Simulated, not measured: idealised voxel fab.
Proc. module: voxel trench capacitor
The cross-section on display is named cut; it measures 225 nm wide, and its cells are 5 nm squares.
This document writes a cross-section as a grid whose cells are square, and gives it as bands, listed from the top down; one or more rows of cells form a band.
First you get the band's top height and its bottom height, in nm, and then the materials it's made of, left to right, with each width in nm. If you see a single material with "throughout", that one covers the band edge to edge. "air" is empty space.
The level at which height equals 0 is the one under which the wafer, as it arrives, is entirely one material. No lower edge exists for the bottom band, which continues downward and is notated as in "0 and below".
Note: "30->40" means the width goes from the first number (top row of the band) to the second number (bottom row) in equal steps per row of cells.
Where a step carries "same as before", the cross-section came out of it unchanged, cell for cell.
"Listed closed voids" enumerates empty spaces isolated from the top, with no open way to it, that contain at least 8 cells, giving each as width x height at distance from the left edge, all three in nm.
Formally, on a step line, whatever follows the settings is a remark that the simulator itself makes on the step.
"overlay nm", when on a step's line for a step with a mask, measures how far to the right of its planned place the mask lay; a negative measure means to the left.
Read the rest as pairs. Take the cross-section before one process step, then the cross-section after it, which shows only down to the lowest band that changed. Under the pair, find the step between them and its settings. Bear in mind that pairs may come from different runs of this module on the same starting wafer: link a pair to the pair above it only where its entry headed "Before processing step" says to.
## Before processing step
- 0 and below = Si throughout
- Listed closed voids: none
## Post-Process Section
- 5 down to 0 = SiN throughout
- Below 0 it's all the same as before, nothing changed down there.
- Listed closed voids: none
The two cross-sections above bracket this step: CONFORMAL_DEP with material SiN, thk nm 5
Before processing step: unchanged from the after cross-section in the pair immediately above; refer to that figure.
## Post-Process Section
- 20 down to 5 = resist=30, air=25, resist=20, air=25, resist=20, air=25, resist=20, air=25, resist=35
- Below 5 it's all the same as before, nothing changed down there.
- Listed closed voids: none
The two cross-sections above bracket this step: PATTERN with tone open, mask id TRENCH, material resist, width nm 25, pitch nm 45, thk nm 15, overlay nm 0
Before processing step: unchanged from the after cross-section in the pair immediately above; refer to that figure.
## Post-Process Section
- 20 down to 5 = resist=30, air=25, resist=20, air=25, resist=20, air=25, resist=20, air=25, resist=35
- 5 down to 0 = SiN=30, air=25, SiN=20, air=25, SiN=20, air=25, SiN=20, air=25, SiN=35
- Below 0 it's all the same as before, nothing changed down there.
- Listed closed voids: none
The two cross-sections above bracket this step: DIRECTIONAL_ETCH with etch materials SiN, depth nm 5
Before processing step: unchanged from the after cross-section in the pair immediately above; refer to that figure.
## Post-Process Section
- 20 down to 5 = resist=30, air=25, resist=20, air=25, resist=20, air=25, resist=20, air=25, resist=35
- 5 down to 0 = SiN=30, air=25, SiN=20, air=25, SiN=20, air=25, SiN=20, air=25, SiN=35
- 0 down to -40 = Si=30, air=25, Si=20, air=25, Si=20, air=25, Si=20, air=25, Si=35
- Below -40 it's all the same as before, nothing changed down there.
- Listed closed voids: none
The two cross-sections above bracket this step: DIRECTIONAL_ETCH with etch materials Si, depth nm 40
Before processing step: unchanged from the after cross-section in the pair immediately above; refer to that figure.
## Post-Process Section
- 5 down to 0 = SiN=30, air=25, SiN=20, air=25, SiN=20, air=25, SiN=20, air=25, SiN=35
- Below 0 it's all the same as before, nothing changed down there.
- Listed closed voids: none
The two cross-sections above bracket this step: STRIP with etch materials resist
Before processing step: unchanged from the after cross-section in the pair immediately above; refer to that figure.
## Post-Process Section
- 10 down to 5 = Al2O3=35, air=15, Al2O3=30, air=15, Al2O3=30, air=15, Al2O3=30, air=15, Al2O3=40
- 5 down to 0 = SiN=30, Al2O3=5, air=15, Al2O3=5, SiN=20, Al2O3=5, air=15, Al2O3=5, SiN=20, Al2O3=5, air=15, Al2O3=5, SiN=20, Al2O3=5, air=15, Al2O3=5, SiN=35
- 0 down to -35 = Si=30, Al2O3=5, air=15, Al2O3=5, Si=20, Al2O3=5, air=15, Al2O3=5, Si=20, Al2O3=5, air=15, Al2O3=5, Si=20, Al2O3=5, air=15, Al2O3=5, Si=35
- -35 down to -40 = Si=30, Al2O3=25, Si=20, Al2O3=25, Si=20, Al2O3=25, Si=20, Al2O3=25, Si=35
- Below -40 it's all the same as before, nothing changed down there.
- Listed closed voids: none
The two cross-sections above bracket this step: CONFORMAL_DEP with material Al2O3, thk nm 5
Before processing step: unchanged from the after cross-section in the pair immediately above; refer to that figure.
## Post-Process Section
- 15 down to 10 = polySi throughout
- 10 down to 5 = Al2O3=35, polySi=15, Al2O3=30, polySi=15, Al2O3=30, polySi=15, Al2O3=30, polySi=15, Al2O3=40
- 5 down to 0 = SiN=30, Al2O3=5, polySi=15, Al2O3=5, SiN=20, Al2O3=5, polySi=15, Al2O3=5, SiN=20, Al2O3=5, polySi=15, Al2O3=5, SiN=20, Al2O3=5, polySi=15, Al2O3=5, SiN=35
- 0 down to -35 = Si=30, Al2O3=5, polySi=15, Al2O3=5, Si=20, Al2O3=5, polySi=15, Al2O3=5, Si=20, Al2O3=5, polySi=15, Al2O3=5, Si=20, Al2O3=5, polySi=15, Al2O3=5, Si=35
- Below -35 it's all the same as before, nothing changed down there.
- Listed closed voids: none
The two cross-sections above bracket this step: FILL_DEP with material polySi, thk nm 5
Before processing step: unchanged from the after cross-section in the pair immediately above; refer to that figure.
## Post-Process Section
- 5 down to 0 = SiN=30, Al2O3=5, polySi=15, Al2O3=5, SiN=20, Al2O3=5, polySi=15, Al2O3=5, SiN=20, Al2O3=5, polySi=15, Al2O3=5, SiN=20, Al2O3=5, polySi=15, Al2O3=5, SiN=35
- Below 0 it's all the same as before, nothing changed down there.
- Listed closed voids: none
The two cross-sections above bracket this step: CMP with height nm 5
## Before processing step
- 15 down to 10 = polySi throughout
- 10 down to 5 = Al2O3=35, polySi=15, Al2O3=30, polySi=15, Al2O3=30, polySi=15, Al2O3=30, polySi=15, Al2O3=40
- 5 down to 0 = SiN=30, Al2O3=5, polySi=15, Al2O3=5, SiN=20, Al2O3=5, polySi=15, Al2O3=5, SiN=20, Al2O3=5, polySi=15, Al2O3=5, SiN=20, Al2O3=5, polySi=15, Al2O3=5, SiN=35
- 0 down to -35 = Si=30, Al2O3=5, polySi=15, Al2O3=5, Si=20, Al2O3=5, polySi=15, Al2O3=5, Si=20, Al2O3=5, polySi=15, Al2O3=5, Si=20, Al2O3=5, polySi=15, Al2O3=5, Si=35
- -35 down to -40 = Si=30, Al2O3=25, Si=20, Al2O3=25, Si=20, Al2O3=25, Si=20, Al2O3=25, Si=35
- -40 and below = Si throughout
- Listed closed voids: none
## Post-Process Section
- 20 down to 10 = polySi throughout
- Below 10 it's all the same as before, nothing changed down there.
- Listed closed voids: none
The two cross-sections above bracket this step: FILL_DEP with material polySi, thk nm 5
Before processing step: unchanged from the after cross-section in the pair immediately above; refer to that figure.
## Post-Process Section
- 5 down to 0 = SiN=30, Al2O3=5, polySi=15, Al2O3=5, SiN=20, Al2O3=5, polySi=15, Al2O3=5, SiN=20, Al2O3=5, polySi=15, Al2O3=5, SiN=20, Al2O3=5, polySi=15, Al2O3=5, SiN=35
- Below 0 it's all the same as before, nothing changed down there.
- Listed closed voids: none
The two cross-sections above bracket this step: CMP with height nm 5
## Before processing step
- 20 down to 5 = resist=30, air=25, resist=20, air=25, resist=20, air=25, resist=20, air=25, resist=35
- 5 down to 0 = SiN=30, air=25, SiN=20, air=25, SiN=20, air=25, SiN=20, air=25, SiN=35
- 0 and below = Si throughout
- Listed closed voids: none
## Post-Process Section
- 5 down to 0 = SiN=30, air=25, SiN=20, air=25, SiN=20, air=25, SiN=20, air=25, SiN=35
- Below 0 it's all the same as before, nothing changed down there.
- Listed closed voids: none
The two cross-sections above bracket this step: STRIP with etch materials resist
Before processing step: unchanged from the after cross-section in the pair immediately above; refer to that figure.
## Post-Process Section
- 5 down to 0 = SiN=30, air=25, SiN=20, air=25, SiN=20, air=25, SiN=20, air=25, SiN=35
- 0 down to -40 = Si=30, air=25, Si=20, air=25, Si=20, air=25, Si=20, air=25, Si=35
- Below -40 it's all the same as before, nothing changed down there.
- Listed closed voids: none
The two cross-sections above bracket this step: DIRECTIONAL_ETCH with etch materials Si, depth nm 40
## Before processing step
- 20 down to 5 = resist=30, air=25, resist=20, air=25, resist=20, air=25, resist=20, air=25, resist=35
- 5 down to 0 = SiN=30, air=25, SiN=20, air=25, SiN=20, air=25, SiN=20, air=25, SiN=35
- 0 and below = Si throughout
- Listed closed voids: none
## Post-Process Section
- 20 down to 5 = resist=30, air=25, resist=20, air=25, resist=20, air=25, resist=20, air=25, resist=35
- 5 down to 0 = SiN=30, air=25, SiN=20, air=25, SiN=20, air=25, SiN=20, air=25, SiN=35
- 0 down to -30 = Si=30, air=25, Si=20, air=25, Si=20, air=25, Si=20, air=25, Si=35
- Below -30 it's all the same as before, nothing changed down there.
- Listed closed voids: none
The two cross-sections above bracket this step: DIRECTIONAL_ETCH with etch materials Si, depth nm 30
Before processing step: unchanged from the after cross-section in the pair immediately above; refer to that figure.
## Post-Process Section
- 5 down to 0 = SiN=30, air=25, SiN=20, air=25, SiN=20, air=25, SiN=20, air=25, SiN=35
- Below 0 it's all the same as before, nothing changed down there.
- Listed closed voids: none
The two cross-sections above bracket this step: STRIP with etch materials resist
Before processing step: unchanged from the after cross-section in the pair immediately above; refer to that figure.
## Post-Process Section
- 10 down to 5 = Al2O3=35, air=15, Al2O3=30, air=15, Al2O3=30, air=15, Al2O3=30, air=15, Al2O3=40
- 5 down to 0 = SiN=30, Al2O3=5, air=15, Al2O3=5, SiN=20, Al2O3=5, air=15, Al2O3=5, SiN=20, Al2O3=5, air=15, Al2O3=5, SiN=20, Al2O3=5, air=15, Al2O3=5, SiN=35
- 0 down to -25 = Si=30, Al2O3=5, air=15, Al2O3=5, Si=20, Al2O3=5, air=15, Al2O3=5, Si=20, Al2O3=5, air=15, Al2O3=5, Si=20, Al2O3=5, air=15, Al2O3=5, Si=35
- -25 down to -30 = Si=30, Al2O3=25, Si=20, Al2O3=25, Si=20, Al2O3=25, Si=20, Al2O3=25, Si=35
- Below -30 it's all the same as before, nothing changed down there.
- Listed closed voids: none
The two cross-sections above bracket this step: CONFORMAL_DEP with material Al2O3, thk nm 5
Before processing step: unchanged from the after cross-section in the pair immediately above; refer to that figure.
## Post-Process Section
- 15 down to 10 = polySi throughout
- 10 down to 5 = Al2O3=35, polySi=15, Al2O3=30, polySi=15, Al2O3=30, polySi=15, Al2O3=30, polySi=15, Al2O3=40
- 5 down to 0 = SiN=30, Al2O3=5, polySi=15, Al2O3=5, SiN=20, Al2O3=5, polySi=15, Al2O3=5, SiN=20, Al2O3=5, polySi=15, Al2O3=5, SiN=20, Al2O3=5, polySi=15, Al2O3=5, SiN=35
- 0 down to -25 = Si=30, Al2O3=5, polySi=15, Al2O3=5, Si=20, Al2O3=5, polySi=15, Al2O3=5, Si=20, Al2O3=5, polySi=15, Al2O3=5, Si=20, Al2O3=5, polySi=15, Al2O3=5, Si=35
- Below -25 it's all the same as before, nothing changed down there.
- Listed closed voids: none
The two cross-sections above bracket this step: FILL_DEP with material polySi, thk nm 5
Before processing step: unchanged from the after cross-section in the pair immediately above; refer to that figure.
## Post-Process Section
- 5 down to 0 = SiN=30, Al2O3=5, polySi=15, Al2O3=5, SiN=20, Al2O3=5, polySi=15, Al2O3=5, SiN=20, Al2O3=5, polySi=15, Al2O3=5, SiN=20, Al2O3=5, polySi=15, Al2O3=5, SiN=35
- Below 0 it's all the same as before, nothing changed down there.
- Listed closed voids: none
The two cross-sections above bracket this step: CMP with height nm 5
## Before processing step
- 5 down to 0 = SiN throughout
- 0 and below = Si throughout
- Listed closed voids: none
## Post-Process Section
- 20 down to 5 = resist=35, air=15, resist=30, air=15, resist=30, air=15, resist=30, air=15, resist=40
- Below 5 it's all the same as before, nothing changed down there.
- Listed closed voids: none
The two cross-sections above bracket this step: PATTERN with tone open, mask id TRENCH, material resist, width nm 15, pitch nm 45, thk nm 15, overlay nm 0
Before processing step: unchanged from the after cross-section in the pair immediately above; refer to that figure.
## Post-Process Section
- 20 down to 5 = resist=35, air=15, resist=30, air=15, resist=30, air=15, resist=30, air=15, resist=40
- 5 down to 0 = SiN=35, air=15, SiN=30, air=15, SiN=30, air=15, SiN=30, air=15, SiN=40
- Below 0 it's all the same as before, nothing changed down there.
- Listed closed voids: none
The two cross-sections above bracket this step: DIRECTIONAL_ETCH with etch materials SiN, depth nm 5
Before processing step: unchanged from the after cross-section in the pair immediately above; refer to that figure.
## Post-Process Section
- 20 down to 5 = resist=35, air=15, resist=30, air=15, resist=30, air=15, resist=30, air=15, resist=40
- 5 down to 0 = SiN=35, air=15, SiN=30, air=15, SiN=30, air=15, SiN=30, air=15, SiN=40
- 0 down to -40 = Si=35, air=15, Si=30, air=15, Si=30, air=15, Si=30, air=15, Si=40
- Below -40 it's all the same as before, nothing changed down there.
- Listed closed voids: none
The two cross-sections above bracket this step: DIRECTIONAL_ETCH with etch materials Si, depth nm 40
Before processing step: unchanged from the after cross-section in the pair immediately above; refer to that figure.
## Post-Process Section
- 5 down to 0 = SiN=35, air=15, SiN=30, air=15, SiN=30, air=15, SiN=30, air=15, SiN=40
- Below 0 it's all the same as before, nothing changed down there.
- Listed closed voids: none
The two cross-sections above bracket this step: STRIP with etch materials resist
Before processing step: unchanged from the after cross-section in the pair immediately above; refer to that figure.
## Post-Process Section
- 10 down to 5 = Al2O3=40, air=5, Al2O3=40, air=5, Al2O3=40, air=5, Al2O3=40, air=5, Al2O3=45
- 5 down to 0 = SiN=35, Al2O3=5, air=5, Al2O3=5, SiN=30, Al2O3=5, air=5, Al2O3=5, SiN=30, Al2O3=5, air=5, Al2O3=5, SiN=30, Al2O3=5, air=5, Al2O3=5, SiN=40
- 0 down to -35 = Si=35, Al2O3=5, air=5, Al2O3=5, Si=30, Al2O3=5, air=5, Al2O3=5, Si=30, Al2O3=5, air=5, Al2O3=5, Si=30, Al2O3=5, air=5, Al2O3=5, Si=40
- -35 down to -40 = Si=35, Al2O3=15, Si=30, Al2O3=15, Si=30, Al2O3=15, Si=30, Al2O3=15, Si=40
- Below -40 it's all the same as before, nothing changed down there.
- Listed closed voids: none
The two cross-sections above bracket this step: CONFORMAL_DEP with material Al2O3, thk nm 5
Before processing step: unchanged from the after cross-section in the pair immediately above; refer to that figure.
## Post-Process Section
- 15 down to 10 = polySi throughout
- 10 down to 5 = Al2O3=40, polySi=5, Al2O3=40, polySi=5, Al2O3=40, polySi=5, Al2O3=40, polySi=5, Al2O3=45
- 5 down to 0 = SiN=35, Al2O3=5, polySi=5, Al2O3=5, SiN=30, Al2O3=5, polySi=5, Al2O3=5, SiN=30, Al2O3=5, polySi=5, Al2O3=5, SiN=30, Al2O3=5, polySi=5, Al2O3=5, SiN=40
- 0 down to -35 = Si=35, Al2O3=5, polySi=5, Al2O3=5, Si=30, Al2O3=5, polySi=5, Al2O3=5, Si=30, Al2O3=5, polySi=5, Al2O3=5, Si=30, Al2O3=5, polySi=5, Al2O3=5, Si=40
- Below -35 it's all the same as before, nothing changed down there.
- Listed closed voids: none
The two cross-sections above bracket this step: FILL_DEP with material polySi, thk nm 5
Before processing step: unchanged from the after cross-section in the pair immediately above; refer to that figure.
## Post-Process Section
- 5 down to 0 = SiN=35, Al2O3=5, polySi=5, Al2O3=5, SiN=30, Al2O3=5, polySi=5, Al2O3=5, SiN=30, Al2O3=5, polySi=5, Al2O3=5, SiN=30, Al2O3=5, polySi=5, Al2O3=5, SiN=40
- Below 0 it's all the same as before, nothing changed down there.
- Listed closed voids: none
The two cross-sections above bracket this step: CMP with height nm 5
## Before processing step
- 5 down to 0 = SiN throughout
- 0 and below = Si throughout
- Listed closed voids: none
## Post-Process Section
- 20 down to 5 = resist=35, air=25, resist=20, air=25, resist=20, air=25, resist=20, air=25, resist=30
- Below 5 it's all the same as before, nothing changed down there.
- Listed closed voids: none
The two cross-sections above bracket this step: PATTERN with tone open, mask id TRENCH, material resist, width nm 25, pitch nm 45, thk nm 15, overlay nm 5
Before processing step: unchanged from the after cross-section in the pair immediately above; refer to that figure.
## Post-Process Section
- 20 down to 5 = resist=35, air=25, resist=20, air=25, resist=20, air=25, resist=20, air=25, resist=30
- 5 down to 0 = SiN=35, air=25, SiN=20, air=25, SiN=20, air=25, SiN=20, air=25, SiN=30
- Below 0 it's all the same as before, nothing changed down there.
- Listed closed voids: none
The two cross-sections above bracket this step: DIRECTIONAL_ETCH with etch materials SiN, depth nm 5
Before processing step: unchanged from the after cross-section in the pair immediately above; refer to that figure.
## Post-Process Section
- 20 down to 5 = resist=35, air=25, resist=20, air=25, resist=20, air=25, resist=20, air=25, resist=30
- 5 down to 0 = SiN=35, air=25, SiN=20, air=25, SiN=20, air=25, SiN=20, air=25, SiN=30
- 0 down to -40 = Si=35, air=25, Si=20, air=25, Si=20, air=25, Si=20, air=25, Si=30
- Below -40 it's all the same as before, nothing changed down there.
- Listed closed voids: none
The two cross-sections above bracket this step: DIRECTIONAL_ETCH with etch materials Si, depth nm 40
Before processing step: unchanged from the after cross-section in the pair immediately above; refer to that figure.
## Post-Process Section
- 5 down to 0 = SiN=35, air=25, SiN=20, air=25, SiN=20, air=25, SiN=20, air=25, SiN=30
- Below 0 it's all the same as before, nothing changed down there.
- Listed closed voids: none
The two cross-sections above bracket this step: STRIP with etch materials resist
Before processing step: unchanged from the after cross-section in the pair immediately above; refer to that figure.
## Post-Process Section
- 10 down to 5 = Al2O3=40, air=15, Al2O3=30, air=15, Al2O3=30, air=15, Al2O3=30, air=15, Al2O3=35
- 5 down to 0 = SiN=35, Al2O3=5, air=15, Al2O3=5, SiN=20, Al2O3=5, air=15, Al2O3=5, SiN=20, Al2O3=5, air=15, Al2O3=5, SiN=20, Al2O3=5, air=15, Al2O3=5, SiN=30
- 0 down to -35 = Si=35, Al2O3=5, air=15, Al2O3=5, Si=20, Al2O3=5, air=15, Al2O3=5, Si=20, Al2O3=5, air=15, Al2O3=5, Si=20, Al2O3=5, air=15, Al2O3=5, Si=30
- -35 down to -40 = Si=35, Al2O3=25, Si=20, Al2O3=25, Si=20, Al2O3=25, Si=20, Al2O3=25, Si=30
- Below -40 it's all the same as before, nothing changed down there.
- Listed closed voids: none
The two cross-sections above bracket this step: CONFORMAL_DEP with material Al2O3, thk nm 5
Before processing step: unchanged from the after cross-section in the pair immediately above; refer to that figure.
## Post-Process Section
- 15 down to 10 = polySi throughout
- 10 down to 5 = Al2O3=40, polySi=15, Al2O3=30, polySi=15, Al2O3=30, polySi=15, Al2O3=30, polySi=15, Al2O3=35
- 5 down to 0 = SiN=35, Al2O3=5, polySi=15, Al2O3=5, SiN=20, Al2O3=5, polySi=15, Al2O3=5, SiN=20, Al2O3=5, polySi=15, Al2O3=5, SiN=20, Al2O3=5, polySi=15, Al2O3=5, SiN=30
- 0 down to -35 = Si=35, Al2O3=5, polySi=15, Al2O3=5, Si=20, Al2O3=5, polySi=15, Al2O3=5, Si=20, Al2O3=5, polySi=15, Al2O3=5, Si=20, Al2O3=5, polySi=15, Al2O3=5, Si=30
- Below -35 it's all the same as before, nothing changed down there.
- Listed closed voids: none
The two cross-sections above bracket this step: FILL_DEP with material polySi, thk nm 5
Before processing step: unchanged from the after cross-section in the pair immediately above; refer to that figure.
## Post-Process Section
- 5 down to 0 = SiN=35, Al2O3=5, polySi=15, Al2O3=5, SiN=20, Al2O3=5, polySi=15, Al2O3=5, SiN=20, Al2O3=5, polySi=15, Al2O3=5, SiN=20, Al2O3=5, polySi=15, Al2O3=5, SiN=30
- Below 0 it's all the same as before, nothing changed down there.
- Listed closed voids: none
The two cross-sections above bracket this step: CMP with height nm 5
## Before processing step
- 5 down to 0 = SiN=30, air=25, SiN=20, air=25, SiN=20, air=25, SiN=20, air=25, SiN=35
- 0 down to -40 = Si=30, air=25, Si=20, air=25, Si=20, air=25, Si=20, air=25, Si=35
- -40 and below = Si throughout
- Listed closed voids: none
## Post-Process Section
- 10 down to 0 = SiN=35, air=15, SiN=30, air=15, SiN=30, air=15, SiN=30, air=15, SiN=40
- 0 down to -35 = Si=30, SiN=5, air=15, SiN=5, Si=20, SiN=5, air=15, SiN=5, Si=20, SiN=5, air=15, SiN=5, Si=20, SiN=5, air=15, SiN=5, Si=35
- -35 down to -40 = Si=30, SiN=25, Si=20, SiN=25, Si=20, SiN=25, Si=20, SiN=25, Si=35
- Below -40 it's all the same as before, nothing changed down there.
- Listed closed voids: none
The two cross-sections above bracket this step: CONFORMAL_DEP with material SiN, thk nm 5
Before processing step: unchanged from the after cross-section in the pair immediately above; refer to that figure.
## Post-Process Section
- 15 down to 10 = polySi throughout
- 10 down to 0 = SiN=35, polySi=15, SiN=30, polySi=15, SiN=30, polySi=15, SiN=30, polySi=15, SiN=40
- 0 down to -35 = Si=30, SiN=5, polySi=15, SiN=5, Si=20, SiN=5, polySi=15, SiN=5, Si=20, SiN=5, polySi=15, SiN=5, Si=20, SiN=5, polySi=15, SiN=5, Si=35
- Below -35 it's all the same as before, nothing changed down there.
- Listed closed voids: none
The two cross-sections above bracket this step: FILL_DEP with material polySi, thk nm 5
Before processing step: unchanged from the after cross-section in the pair immediately above; refer to that figure.
## Post-Process Section
- 5 down to 0 = SiN=35, polySi=15, SiN=30, polySi=15, SiN=30, polySi=15, SiN=30, polySi=15, SiN=40
- Below 0 it's all the same as before, nothing changed down there.
- Listed closed voids: none
The two cross-sections above bracket this step: CMP with height nm 5
## Before processing step
- 5 down to 0 = SiN throughout
- 0 and below = Si throughout
- Listed closed voids: none
## Post-Process Section
- 20 down to 5 = air=30, resist=25, air=20, resist=25, air=20, resist=25, air=20, resist=25, air=35
- Below 5 it's all the same as before, nothing changed down there.
- Listed closed voids: none
The two cross-sections above bracket this step: PATTERN with tone cover, mask id TRENCH, material resist, width nm 25, pitch nm 45, thk nm 15, overlay nm 0
Before processing step: unchanged from the after cross-section in the pair immediately above; refer to that figure.
## Post-Process Section
- 20 down to 5 = air=30, resist=25, air=20, resist=25, air=20, resist=25, air=20, resist=25, air=35
- 5 down to 0 = air=30, SiN=25, air=20, SiN=25, air=20, SiN=25, air=20, SiN=25, air=35
- Below 0 it's all the same as before, nothing changed down there.
- Listed closed voids: none
The two cross-sections above bracket this step: DIRECTIONAL_ETCH with etch materials SiN, depth nm 5
Before processing step: unchanged from the after cross-section in the pair immediately above; refer to that figure.
## Post-Process Section
- 20 down to 5 = air=30, resist=25, air=20, resist=25, air=20, resist=25, air=20, resist=25, air=35
- 5 down to 0 = air=30, SiN=25, air=20, SiN=25, air=20, SiN=25, air=20, SiN=25, air=35
- 0 down to -40 = air=30, Si=25, air=20, Si=25, air=20, Si=25, air=20, Si=25, air=35
- Below -40 it's all the same as before, nothing changed down there.
- Listed closed voids: none
The two cross-sections above bracket this step: DIRECTIONAL_ETCH with etch materials Si, depth nm 40
Before processing step: unchanged from the after cross-section in the pair immediately above; refer to that figure.
## Post-Process Section
- 5 down to 0 = air=30, SiN=25, air=20, SiN=25, air=20, SiN=25, air=20, SiN=25, air=35
- Below 0 it's all the same as before, nothing changed down there.
- Listed closed voids: none
The two cross-sections above bracket this step: STRIP with etch materials resist
Before processing step: unchanged from the after cross-section in the pair immediately above; refer to that figure.
## Post-Process Section
- 10 down to 5 = air=25, Al2O3=35, air=10, Al2O3=35, air=10, Al2O3=35, air=10, Al2O3=35, air=30
- 5 down to 0 = air=25, Al2O3=5, SiN=25, Al2O3=5, air=10, Al2O3=5, SiN=25, Al2O3=5, air=10, Al2O3=5, SiN=25, Al2O3=5, air=10, Al2O3=5, SiN=25, Al2O3=5, air=30
- 0 down to -35 = air=25, Al2O3=5, Si=25, Al2O3=5, air=10, Al2O3=5, Si=25, Al2O3=5, air=10, Al2O3=5, Si=25, Al2O3=5, air=10, Al2O3=5, Si=25, Al2O3=5, air=30
- -35 down to -40 = Al2O3=30, Si=25, Al2O3=20, Si=25, Al2O3=20, Si=25, Al2O3=20, Si=25, Al2O3=35
- Below -40 it's all the same as before, nothing changed down there.
- Listed closed voids: none
The two cross-sections above bracket this step: CONFORMAL_DEP with material Al2O3, thk nm 5
Before processing step: unchanged from the after cross-section in the pair immediately above; refer to that figure.
## Post-Process Section
- 15 down to 10 = polySi throughout
- 10 down to 5 = polySi=25, Al2O3=35, polySi=10, Al2O3=35, polySi=10, Al2O3=35, polySi=10, Al2O3=35, polySi=30
- 5 down to 0 = polySi=25, Al2O3=5, SiN=25, Al2O3=5, polySi=10, Al2O3=5, SiN=25, Al2O3=5, polySi=10, Al2O3=5, SiN=25, Al2O3=5, polySi=10, Al2O3=5, SiN=25, Al2O3=5, polySi=30
- 0 down to -35 = polySi=25, Al2O3=5, Si=25, Al2O3=5, polySi=10, Al2O3=5, Si=25, Al2O3=5, polySi=10, Al2O3=5, Si=25, Al2O3=5, polySi=10, Al2O3=5, Si=25, Al2O3=5, polySi=30
- Below -35 it's all the same as before, nothing changed down there.
- Listed closed voids: none
The two cross-sections above bracket this step: FILL_DEP with material polySi, thk nm 5
Before processing step: unchanged from the after cross-section in the pair immediately above; refer to that figure.
## Post-Process Section
- 5 down to 0 = polySi=25, Al2O3=5, SiN=25, Al2O3=5, polySi=10, Al2O3=5, SiN=25, Al2O3=5, polySi=10, Al2O3=5, SiN=25, Al2O3=5, polySi=10, Al2O3=5, SiN=25, Al2O3=5, polySi=30
- Below 0 it's all the same as before, nothing changed down there.
- Listed closed voids: none
The two cross-sections above bracket this step: CMP with height nm 5
